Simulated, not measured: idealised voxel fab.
Documented hereafter: the process module known as voxel capacitor over wiring.
Cross-sectional view cut (width: 240 nm; square cell size: 5 nm).
Bands, listed from the top down, are how a cross-section gets written in this document; the cross-section itself is a grid of square cells, and a band is one or more rows of them. Heads up on the band format: heights come first, top then bottom, in nm. After that it's the materials left to right, each with its width in nm. A single material flagged "full width" fills the whole band edge to edge, and "air" means there's empty space there. Height 0 is the level under which the wafer as received is all one material. The lowest band goes on downwards, as in "z 0 and below". With a width like "30..40", each row of cells in the band differs from the next by the same amount, the top row carrying the first number and the bottom row the second. Step note "left unchanged" = no cross-section cell changed. What "Sealed void listing" gives you is every empty space of 8 cells or more that is cut off from the top. Each appears as width x height at distance, with the distance taken from the left edge and width, height and distance all in nm. Formally, on a step line, whatever follows the settings is a remark that the simulator itself makes on the step. A step's line can hold "overlay nm"; with a mask on that step, the setting says how far right of the planned place the mask lay, while a negative setting says it lay to the left.

-- Process steps foreseen in the plan
1) RECEIVE,material Si
2) CONFORMAL_DEP,material SiO2,thk nm 15
3) DIRECTIONAL_DEP,material TiN,thk nm 5
4) DIRECTIONAL_DEP,material Ru,thk nm 25
5) DIRECTIONAL_DEP,material aC,thk nm 15
6) PATTERN,tone cover,mask id METAL_1,material resist,width nm 20,pitch nm 75,thk nm 35,overlay nm 0
7) DIRECTIONAL_ETCH,etch materials aC,depth nm 15
8) STRIP,etch materials resist
9) DIRECTIONAL_ETCH,etch materials Ru,depth nm 25
10) DIRECTIONAL_ETCH,etch materials TiN,depth nm 5
11) STRIP,etch materials aC
12) CONFORMAL_DEP,material SiCN,thk nm 5
13) FILL_DEP,material lowk,thk nm 5
14) CMP,height nm 45
15) CONFORMAL_DEP,material SiCN,thk nm 5
16) DIRECTIONAL_DEP,material SiO2,thk nm 15
17) PATTERN,tone open,mask id PLUG_1,material resist,width nm 15,thk nm 20,overlay nm 0
18) DIRECTIONAL_ETCH,etch materials SiO2,depth nm 15
19) DIRECTIONAL_ETCH,etch materials SiCN,depth nm 5
20) STRIP,etch materials resist
21) CONFORMAL_DEP,material TiN,thk nm 5
22) FILL_DEP,material Ru,thk nm 5
23) CMP,height nm 65
24) DIRECTIONAL_DEP,material TiN,thk nm 10
25) DIRECTIONAL_DEP,material HfO2,thk nm 5
26) DIRECTIONAL_DEP,material TiN,thk nm 5
27) MASKED_ETCH,tone cover,mask id UPPER_PLATE,width nm 60,etch materials TiN,depth nm 5,overlay nm 0
28) MASKED_ETCH,tone cover,mask id UPPER_PLATE,width nm 60,etch materials HfO2,depth nm 5,overlay nm 0
29) PATTERN,tone cover,mask id LOWER_PLATE,material resist,width nm 70,thk nm 15,overlay nm 0
30) DIRECTIONAL_ETCH,etch materials TiN,depth nm 10
31) STRIP,etch materials resist
32) FILL_DEP,material SiO2,thk nm 20
33) CMP,height nm 100
34) DIRECTIONAL_DEP,material aC,thk nm 10
35) PATTERN,tone open,mask id PLUG_2,material resist,width nm 15,thk nm 30,overlay nm 0
36) DIRECTIONAL_ETCH,etch materials aC,depth nm 10
37) STRIP,etch materials resist
38) DIRECTIONAL_ETCH,etch materials SiO2,depth nm 15
39) STRIP,etch materials aC
40) CONFORMAL_DEP,material TiN,thk nm 5
41) FILL_DEP,material W,thk nm 5
42) CMP,height nm 100
43) CONFORMAL_DEP,material SiCN,thk nm 5

-- Incoming wafer, cross-sectional view, post step 1
- z 0 and below: Si full width
- Sealed void listing: none

-- What the wafer looks like in cross-section after this module, when it starts as shown above and follows the plan above but one mistake is made in running it
- z 105 to 100: SiCN full width
- z 100 to 90: SiO2=85  TiN=5  W=5  TiN=5  SiO2=140
- z 90 to 80: SiO2=85..75  TiN=15..60  SiO2=140..105
- z 80 to 75: SiO2=75  HfO2=60  SiO2=105
- z 75 to 65: SiO2=70  TiN=70  SiO2=100
- z 65 to 50: SiO2=75  TiN=5  Ru=5  TiN=5  SiO2=150
- z 50 to 45: SiCN=75  TiN=15  SiCN=150
- z 45 to 40: lowk=65  SiCN=30  lowk=45  SiCN=30  lowk=70
- z 40 to 20: lowk=65  SiCN=5  Ru=20  SiCN=5  lowk=45  SiCN=5  Ru=20  SiCN=5  lowk=70
- z 20 to 15: SiCN=70  Ru=20  SiCN=55  Ru=20  SiCN=75
- z 15 to 0: SiO2 full width
- z 0 and below: Si full width
- Sealed void listing: none
Finding, execution versus plan: step 3 of the plan was omitted and not executed
